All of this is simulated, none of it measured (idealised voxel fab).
Proc. module: voxel tone inversion
The figure presents cross-section cut, which has a width of 150 nm and is divided into square cells with an edge length of 5 nm.
Format of a cross-section: grid, square cells. Given as bands. Order: top down. Band: one or more rows of cells.
Band entry format. Leading values: height of top, height of bottom, nm. Remainder: materials in left-to-right order, each with its width in nm. Special words: "all across" on a single material, which then fills the band edge to edge; "air", empty space.
The reference from which all heights are counted is 0, the level beneath which the as-received wafer is entirely one material; the lowest band, having no lower bound, proceeds downward and is written after the example "0 nm and below".
Width: "30->40" (first number = top row, second number = bottom row, same change from row to row of cells).
No cell of the cross-section changed in a step that is given as "same as before".
Look at "Enclosed cavities" for the closed voids: empty spaces with no open path to the top, sized 8 cells or up. Each is width x height at distance, distance from the left edge, all nm.
Anything after a step's settings on that line? It's the simulator's own note about the step.
overlay nm: right-of-plan distance of the mask on a masked step; negative values mean left-of-plan.

The following list gives the planned process steps:
1. RECEIVE (material Si)
2. CONFORMAL_DEP (material SiCN; thk nm 5)
3. DIRECTIONAL_DEP (material polySi; thk nm 20)
4. PATTERN (tone cover; mask id POSTS; material resist; width nm 15; pitch nm 30; thk nm 25; overlay nm 0)
5. DIRECTIONAL_ETCH (etch materials polySi; depth nm 20)
6. STRIP (etch materials resist)
7. FILL_DEP (material lowk; thk nm 10)
8. CMP (height nm 25)
9. STRIP (etch materials polySi)
10. CONFORMAL_DEP (material TiN; thk nm 5)
11. FILL_DEP (material W; thk nm 5)
12. CMP (height nm 25)
13. CONFORMAL_DEP (material SiCN; thk nm 5)

Received-state cross-section, reflecting completion of step 1:
    0 nm and below | Si all across
    Enclosed cavities: none

Result of the module, cross-sectioned: start per above, plan per above, one error in how it was run:
    30 nm to 25 nm | SiCN all across
    25 nm to 20 nm | lowk all across
    20 nm to 0 nm | lowk: 50, polySi: 15, lowk: 15, polySi: 15, lowk: 55
    0 nm and below | Si all across
    Enclosed cavities: none
What was done differently from what was planned? heads up, step 2 of the plan was skipped and never actually ran
